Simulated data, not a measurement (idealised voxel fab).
process module | voxel capacitor over wiring
cross-section cut | 220 nm wide | cells 5 nm
A cross-section is a grid of square cells, given in bands from the top down. A band is one or more rows of cells.
Each band's line starts with the height of the band's top and of its bottom, in nm. Then come its materials from left to right, each with its width in nm. One material with "throughout" fills the band from edge to edge. "air" is empty space.
Height 0 is the level under which the wafer as received is all one material. The lowest band goes on downwards, as in "0 down".
A width such as "30 to 40" changes by the same amount from each row of cells to the next, from the band's top row to its bottom row.
"no change" after a step means that no cell of the cross-section changed.
closed voids: empty space of 8 cells or more with no open way to the top, each as width x height at its distance from the left edge, in nm
after a step's settings: what the simulator itself notes on the step
overlay nm, on a step with a mask: how far to the right of its planned place the mask lay; to the left if negative
plan
1 op RECEIVE | material Si
2 op CONFORMAL_DEP | material SiO2 | thk nm 10
3 op CONFORMAL_DEP | material SiN | thk nm 5
4 op DIRECTIONAL_DEP | material SiO2 | thk nm 15
5 op PATTERN | tone open | mask id METAL_1 | material resist | width nm 20 | pitch nm 80 | thk nm 20 | overlay nm 0
6 op DIRECTIONAL_ETCH | etch materials SiO2 | depth nm 15
7 op DIRECTIONAL_ETCH | etch materials SiN | depth nm 5
8 op STRIP | etch materials resist
9 op CONFORMAL_DEP | material TiN | thk nm 5
10 op FILL_DEP | material Ru | thk nm 10
11 op CMP | height nm 30
12 op EPI | material Ru | thk nm 5
13 op FILL_DEP | material SiCN | thk nm 5
14 op DIRECTIONAL_DEP | material lowk | thk nm 20
15 op DIRECTIONAL_DEP | material aC | thk nm 10
16 op PATTERN | tone open | mask id PLUG_1 | material resist | width nm 15 | thk nm 25 | overlay nm 0
17 op DIRECTIONAL_ETCH | etch materials aC | depth nm 10
18 op STRIP | etch materials resist
19 op DIRECTIONAL_ETCH | etch materials lowk | depth nm 20
20 op DIRECTIONAL_ETCH | etch materials SiCN | depth nm 5
21 op STRIP | etch materials aC
22 op EPI | material Ru | thk nm 10
23 op EPI | material Ru | thk nm 10
24 op EPI | material Ru | thk nm 5
25 op DIRECTIONAL_DEP | material TiN | thk nm 5
26 op DIRECTIONAL_DEP | material Al2O3 | thk nm 5
27 op DIRECTIONAL_DEP | material TiN | thk nm 5
28 op DIRECTIONAL_DEP | material aC | thk nm 15
29 op PATTERN | tone cover | mask id UPPER_PLATE | material resist | width nm 65 | thk nm 35 | overlay nm 0
30 op DIRECTIONAL_ETCH | etch materials aC | depth nm 15
31 op STRIP | etch materials resist
32 op DIRECTIONAL_ETCH | etch materials TiN | depth nm 5
33 op DIRECTIONAL_ETCH | etch materials Al2O3 | depth nm 5
34 op STRIP | etch materials aC
35 op DIRECTIONAL_DEP | material aC | thk nm 15
36 op PATTERN | tone cover | mask id LOWER_PLATE | material resist | width nm 75 | thk nm 35 | overlay nm 0
37 op DIRECTIONAL_ETCH | etch materials aC | depth nm 15
38 op STRIP | etch materials resist
39 op DIRECTIONAL_ETCH | etch materials TiN | depth nm 5
40 op STRIP | etch materials aC
41 op FILL_DEP | material SiO2 | thk nm 15
42 op CMP | height nm 85
43 op PATTERN | tone open | mask id PLUG_2 | material resist | width nm 15 | thk nm 15 | overlay nm 0
44 op DIRECTIONAL_ETCH | etch materials SiO2 | depth nm 10
45 op STRIP | etch materials resist
46 op CONFORMAL_DEP | material TiN | thk nm 5
47 op FILL_DEP | material Cu | thk nm 10
48 op CMP | height nm 85
49 op CONFORMAL_DEP | material SiN | thk nm 5
varied across the wafers: thk nm of step 9. The plan shows the first wafer's value. All wafers start alike
first wafer as received, after step 1
  0 down: Si throughout
  closed voids: none
first wafer at the end, after step 49
  90 to 85: SiN throughout
  85 to 80: SiO2 75 | TiN 5 | Cu 5 | TiN 5 | SiO2 130
  80 to 70: SiO2 75 to 65 | TiN 15 to 65 | SiO2 130 to 90
  70 to 65: SiO2 65 | Al2O3 65 | SiO2 90
  65 to 60: SiO2 60 | TiN 75 | SiO2 85
  60 to 40: lowk 65 | Ru 15 | lowk 140
  40 to 35: SiCN 65 | Ru 15 | SiCN 140
  35 to 30: SiCN 55 | Ru 30 | SiCN 50 | Ru 30 | SiCN 55
  30 to 15: SiO2 60 | TiN 5 | Ru 10 | TiN 5 | SiO2 60 | TiN 5 | Ru 10 | TiN 5 | SiO2 60
  15 to 10: SiN 60 | TiN 20 | SiN 60 | TiN 20 | SiN 60
  10 to 0: SiO2 throughout
  0 down: Si throughout
  closed voids: none
last wafer at the end
  90 to 85: SiN throughout
  85 to 80: SiO2 75 | TiN 5 | Cu 5 | TiN 5 | SiO2 130
  80 to 70: SiO2 75 to 65 | TiN 15 to 65 | SiO2 130 to 90
  70 to 65: SiO2 65 | Al2O3 65 | SiO2 90
  65 to 60: SiO2 60 | TiN 75 | SiO2 85
  60 to 40: lowk 65 | Ru 15 | lowk 140
  40 to 35: SiCN 65 | Ru 15 | SiCN 140
  35 to 30: SiCN 55 | Ru 30 | SiCN 50 | Ru 30 | SiCN 55
  30 to 15: SiO2 60 | TiN 20 | SiO2 60 | TiN 20 | SiO2 60
  15 to 10: SiN 60 | TiN 20 | SiN 60 | TiN 20 | SiN 60
  10 to 0: SiO2 throughout
  0 down: Si throughout
  closed voids: none
each wafer at the end: cells of each material gained (+) or lost (-) since it was received, then its closed voids
thk nm 5 | +13 Al2O3 | +1 Cu | +39 Ru | +73 SiCN | +80 SiN | +369 SiO2 | +53 TiN | +164 lowk | closed voids: none
thk nm 10 | +13 Al2O3 | +1 Cu | +27 Ru | +73 SiCN | +80 SiN | +369 SiO2 | +65 TiN | +164 lowk | closed voids: none
thk nm 15 | +13 Al2O3 | +1 Cu | +27 Ru | +73 SiCN | +80 SiN | +369 SiO2 | +65 TiN | +164 lowk | closed voids: none
thk nm 20 | +13 Al2O3 | +1 Cu | +27 Ru | +73 SiCN | +80 SiN | +369 SiO2 | +65 TiN | +164 lowk | closed voids: none
